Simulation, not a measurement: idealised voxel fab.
Process module under the name voxel trench capacitor
It is cross-section cut that appears here, measuring 265 nm in width, its square cells being 5 nm in size.
Cross-section format: a grid of square cells, given as bands from top to bottom; each band is one or more rows of cells. A band entry consists of two parts. The first gives the height of the band's top and the height of its bottom, in nm. The rest lists the band's materials from left to right, each with its width in nm. A single material labelled with the word "everywhere" fills the band from edge to edge, and the word "air" marks empty space. Convention: height 0 is the level below which the wafer, as received, is all one material. The lowest band does not terminate at the bottom but continues downward, represented as "from 0 down". When a width is written as two numbers, as in "30->40", the first number is the width in the top row of cells of the band and the second is the width in its bottom row, and the width changes by the same amount from each row to the next. Where the words "nothing different" appear for a step, the cross-section shows no cell changed by that step; every cell remained as before. You'll see "Closed-off voids" listing empty spaces that have no way open to the top, as long as they're 8 cells or more; the notation is width x height at distance, where the distance is from the left edge, and all of it is in nm. Read whatever lies past the settings on a step's line as the simulator's own remark about the step. overlay nm: how far to the right of its planned place the mask lay on this masked step (negative: to the left).
The steps planned for the process are as follows
1: RECEIVE, material Si
2: CONFORMAL_DEP, material SiN, thk nm 10
3: DIRECTIONAL_DEP, material aC, thk nm 15
4: PATTERN, tone open, mask id TRENCH, material resist, width nm 20, pitch nm 45, thk nm 35, overlay nm 0
5: DIRECTIONAL_ETCH, etch materials aC, depth nm 15
6: STRIP, etch materials resist
7: DIRECTIONAL_ETCH, etch materials SiN, depth nm 10
8: DIRECTIONAL_ETCH, etch materials Si, depth nm 40
9: STRIP, etch materials aC
10: CONFORMAL_DEP, material Al2O3, thk nm 5
11: FILL_DEP, material polySi, thk nm 5
12: CMP, height nm 10
First wafer of two (run as planned)
So this is the incoming wafer in cross-section - it's already been through step 1
  from 0 down = Si everywhere
  Closed-off voids: none
Upon completion of step 2, the wafer appears in cross-section as shown
  from 10 to 0 = SiN everywhere
  All layers under 0 are left as they were.
Upon completion of step 3, the wafer appears in cross-section as shown
  from 25 to 10 = aC everywhere
  All layers under 10 are left as they were.
Upon completion of step 4, the wafer appears in cross-section as shown
  from 60 to 25 = resist=75; air=20; resist=25; air=20; resist=25; air=20; resist=80
  All layers under 25 are left as they were.
Upon completion of step 5, the wafer appears in cross-section as shown
  from 45 to 25 = resist=75; air=20; resist=25; air=20; resist=25; air=20; resist=80
  from 25 to 10 = aC=75; air=20; aC=25; air=20; aC=25; air=20; aC=80
  All layers under 10 are left as they were.
Upon completion of step 6, the wafer appears in cross-section as shown
  from 25 to 10 = aC=75; air=20; aC=25; air=20; aC=25; air=20; aC=80
  All layers under 10 are left as they were.
Upon completion of step 7, the wafer appears in cross-section as shown
  from 25 to 10 = aC=75; air=20; aC=25; air=20; aC=25; air=20; aC=80
  from 10 to 0 = SiN=75; air=20; SiN=25; air=20; SiN=25; air=20; SiN=80
  All layers under 0 are left as they were.
Upon completion of step 8, the wafer appears in cross-section as shown
  from 25 to 10 = aC=75; air=20; aC=25; air=20; aC=25; air=20; aC=80
  from 10 to 0 = SiN=75; air=20; SiN=25; air=20; SiN=25; air=20; SiN=80
  from 0 to -40 = Si=75; air=20; Si=25; air=20; Si=25; air=20; Si=80
  All layers under -40 are left as they were.
Upon completion of step 9, the wafer appears in cross-section as shown
  from 10 to 0 = SiN=75; air=20; SiN=25; air=20; SiN=25; air=20; SiN=80
  All layers under 0 are left as they were.
Upon completion of step 10, the wafer appears in cross-section as shown
  from 15 to 10 = Al2O3=80; air=10; Al2O3=35; air=10; Al2O3=35; air=10; Al2O3=85
  from 10 to 0 = SiN=75; Al2O3=5; air=10; Al2O3=5; SiN=25; Al2O3=5; air=10; Al2O3=5; SiN=25; Al2O3=5; air=10; Al2O3=5; SiN=80
  from 0 to -35 = Si=75; Al2O3=5; air=10; Al2O3=5; Si=25; Al2O3=5; air=10; Al2O3=5; Si=25; Al2O3=5; air=10; Al2O3=5; Si=80
  from -35 to -40 = Si=75; Al2O3=20; Si=25; Al2O3=20; Si=25; Al2O3=20; Si=80
  All layers under -40 are left as they were.
Upon completion of step 11, the wafer appears in cross-section as shown
  from 20 to 15 = polySi everywhere
  from 15 to 10 = Al2O3=80; polySi=10; Al2O3=35; polySi=10; Al2O3=35; polySi=10; Al2O3=85
  from 10 to 0 = SiN=75; Al2O3=5; polySi=10; Al2O3=5; SiN=25; Al2O3=5; polySi=10; Al2O3=5; SiN=25; Al2O3=5; polySi=10; Al2O3=5; SiN=80
  from 0 to -35 = Si=75; Al2O3=5; polySi=10; Al2O3=5; Si=25; Al2O3=5; polySi=10; Al2O3=5; Si=25; Al2O3=5; polySi=10; Al2O3=5; Si=80
  All layers under -35 are left as they were.
Upon completion of step 12, the wafer appears in cross-section as shown
  from 10 to 0 = SiN=75; Al2O3=5; polySi=10; Al2O3=5; SiN=25; Al2O3=5; polySi=10; Al2O3=5; SiN=25; Al2O3=5; polySi=10; Al2O3=5; SiN=80
  All layers under 0 are left as they were.
Wafer two of two - same starting point, same process plan, one mistake in execution; matches wafer one up to and including step 3
Cross-section, second wafer, at the end time the plan gives for step 4
  from 60 to 25 = air=75; resist=20; air=25; resist=20; air=25; resist=20; air=80
  All layers under 25 are left as they were.
Cross-section, second wafer, at the end time the plan gives for step 5
  from 45 to 25 = air=75; resist=20; air=25; resist=20; air=25; resist=20; air=80
  from 25 to 10 = air=75; aC=20; air=25; aC=20; air=25; aC=20; air=80
  All layers under 10 are left as they were.
Cross-section, second wafer, at the end time the plan gives for step 6
  from 25 to 10 = air=75; aC=20; air=25; aC=20; air=25; aC=20; air=80
  All layers under 10 are left as they were.
Cross-section, second wafer, at the end time the plan gives for step 7
  from 25 to 10 = air=75; aC=20; air=25; aC=20; air=25; aC=20; air=80
  from 10 to 0 = air=75; SiN=20; air=25; SiN=20; air=25; SiN=20; air=80
  All layers under 0 are left as they were.
Cross-section, second wafer, at the end time the plan gives for step 8
  from 25 to 10 = air=75; aC=20; air=25; aC=20; air=25; aC=20; air=80
  from 10 to 0 = air=75; SiN=20; air=25; SiN=20; air=25; SiN=20; air=80
  from 0 to -40 = air=75; Si=20; air=25; Si=20; air=25; Si=20; air=80
  All layers under -40 are left as they were.
Cross-section, second wafer, at the end time the plan gives for step 9
  from 10 to 0 = air=75; SiN=20; air=25; SiN=20; air=25; SiN=20; air=80
  All layers under 0 are left as they were.
Cross-section, second wafer, at the end time the plan gives for step 10
  from 15 to 10 = air=70; Al2O3=30; air=15; Al2O3=30; air=15; Al2O3=30; air=75
  from 10 to 0 = air=70; Al2O3=5; SiN=20; Al2O3=5; air=15; Al2O3=5; SiN=20; Al2O3=5; air=15; Al2O3=5; SiN=20; Al2O3=5; air=75
  from 0 to -35 = air=70; Al2O3=5; Si=20; Al2O3=5; air=15; Al2O3=5; Si=20; Al2O3=5; air=15; Al2O3=5; Si=20; Al2O3=5; air=75
  from -35 to -40 = Al2O3=75; Si=20; Al2O3=25; Si=20; Al2O3=25; Si=20; Al2O3=80
  All layers under -40 are left as they were.
Cross-section, second wafer, at the end time the plan gives for step 11
  from 20 to 15 = polySi everywhere
  from 15 to 10 = polySi=70; Al2O3=30; polySi=15; Al2O3=30; polySi=15; Al2O3=30; polySi=75
  from 10 to 0 = polySi=70; Al2O3=5; SiN=20; Al2O3=5; polySi=15; Al2O3=5; SiN=20; Al2O3=5; polySi=15; Al2O3=5; SiN=20; Al2O3=5; polySi=75
  from 0 to -35 = polySi=70; Al2O3=5; Si=20; Al2O3=5; polySi=15; Al2O3=5; Si=20; Al2O3=5; polySi=15; Al2O3=5; Si=20; Al2O3=5; polySi=75
  All layers under -35 are left as they were.
Cross-section, second wafer, at the end time the plan gives for step 12
  from 10 to 0 = polySi=70; Al2O3=5; SiN=20; Al2O3=5; polySi=15; Al2O3=5; SiN=20; Al2O3=5; polySi=15; Al2O3=5; SiN=20; Al2O3=5; polySi=75
  All layers under 0 are left as they were.
Error vs. plan: step 4 changed vs plan, executed as PATTERN, tone cover, mask id TRENCH, material resist, width nm 20, pitch nm 45, thk nm 35, overlay nm 0
Final difference in cells, second wafer against first, listed per material as more or fewer: Al2O3: 29 more; Si: 232 fewer; SiN: 58 fewer; polySi: 261 more
